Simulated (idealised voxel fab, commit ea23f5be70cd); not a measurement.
Process module in this document: voxel self aligned contacts
155 nm wide, 5 nm square cells: that's cross-section cut.
Cross-section format: a grid of square cells, given as bands from top to bottom; each band is one or more rows of cells. Basically the band line says how high the top is and how high the bottom is, in nm, and then what's in it from left to right, every material with its width in nm. Empty space shows up as "air", and if a single material carries "full width" it runs the full band edge to edge. Where do heights start? At 0: under that level the wafer as delivered is made of one material only. And the lowest band has no floor; it just carries on downward, as in "0..down". The expression "30..40" gives the width at the extremes of the band, the first number at its top row of cells and the second at its bottom row, with the width changing by equal amounts from each row to the next in between. Take "no modification" at face value: in the step it is given for, the cross-section changed in none of its cells. The list in "Enclosed cavities" covers empty spaces of 8 cells or more that cannot reach the top through any open way, and it gives each as width x height at distance; the distance is from the left edge, and width, height and distance are in nm. Anything after a step's settings on that line? It's the simulator's own note about the step. A step line may carry the setting "overlay nm", which, for steps involving a mask, states the distance by which the mask lay to the right of its intended position; negative values denote displacement to the left.

**Set out below are the planned steps of the process**
1) RECEIVE | material Si
2) OXIDIZE | depth nm 5
3) DIRECTIONAL_DEP | material polySi | thk nm 30
4) DIRECTIONAL_DEP | material SiN | thk nm 15
5) PATTERN | tone cover | mask id GATE | material resist | width nm 25 | pitch nm 50 | thk nm 15 | overlay nm 0
6) DIRECTIONAL_ETCH | etch materials SiN | depth nm 15
7) DIRECTIONAL_ETCH | etch materials polySi | depth nm 30
8) STRIP | etch materials resist
9) CONFORMAL_DEP | material SiN | thk nm 5
10) DIRECTIONAL_ETCH | etch materials SiN | depth nm 5
11) FILL_DEP | material SiO2 | thk nm 15
12) CMP | height nm 50
13) PATTERN | tone open | mask id CONTACT | material resist | width nm 35 | thk nm 20 | overlay nm 0
14) DIRECTIONAL_ETCH | etch materials SiO2 | depth nm 55
15) STRIP | etch materials resist
16) CONFORMAL_DEP | material TiN | thk nm 5
17) FILL_DEP | material Ru | thk nm 10
18) CMP | height nm 50
19) CONFORMAL_DEP | material SiCN | thk nm 5

**Wafer as received: cross-section following step 1**
0..down: Si full width
Enclosed cavities: none

**End-of-module cross-section of the first of two wafers, processed as planned**
55..50: SiCN full width
50..45: SiO2 (60), then TiN (15), then Ru (5), then TiN (15), then SiO2 (60)
45..30: SiO2 (35), then SiN (35), then TiN (5), then Ru (5), then TiN (5), then SiN (35), then SiO2 (35)
30..0: SiO2 (35), then SiN (5), then polySi (25), then SiN (5), then TiN (5), then Ru (5), then TiN (5), then SiN (5), then polySi (25), then SiN (5), then SiO2 (35)
0..-5: SiO2 (70), then TiN (15), then SiO2 (70)
-5..down: Si full width
Enclosed cavities: none

**Wafer two, end of module, cross-section. Same start, same plan as wafer one. One mistake in the run**
55..50: SiCN full width
50..40: SiO2 (60), then TiN (5..10), then Ru (25..15), then TiN (5..10), then SiO2 (60)
40..30: SiO2 (40), then SiN (25), then TiN (5), then Ru (15), then TiN (5), then SiN (25), then SiO2 (40)
30..0: SiO2 (40), then polySi (25), then TiN (5), then Ru (15), then TiN (5), then polySi (25), then SiO2 (40)
0..-5: SiO2 (65), then TiN (25), then SiO2 (65)
-5..down: Si full width
Enclosed cavities: none
In executing the process, a mistake was made relative to the plan: the plan's step 9 went unexecuted, having been skipped
Upon completion, the second wafer contains, in terms of cells, a greater or smaller amount of certain materials than the first wafer: 22 more of Ru | 46 fewer of SiN | 24 more of SiO2
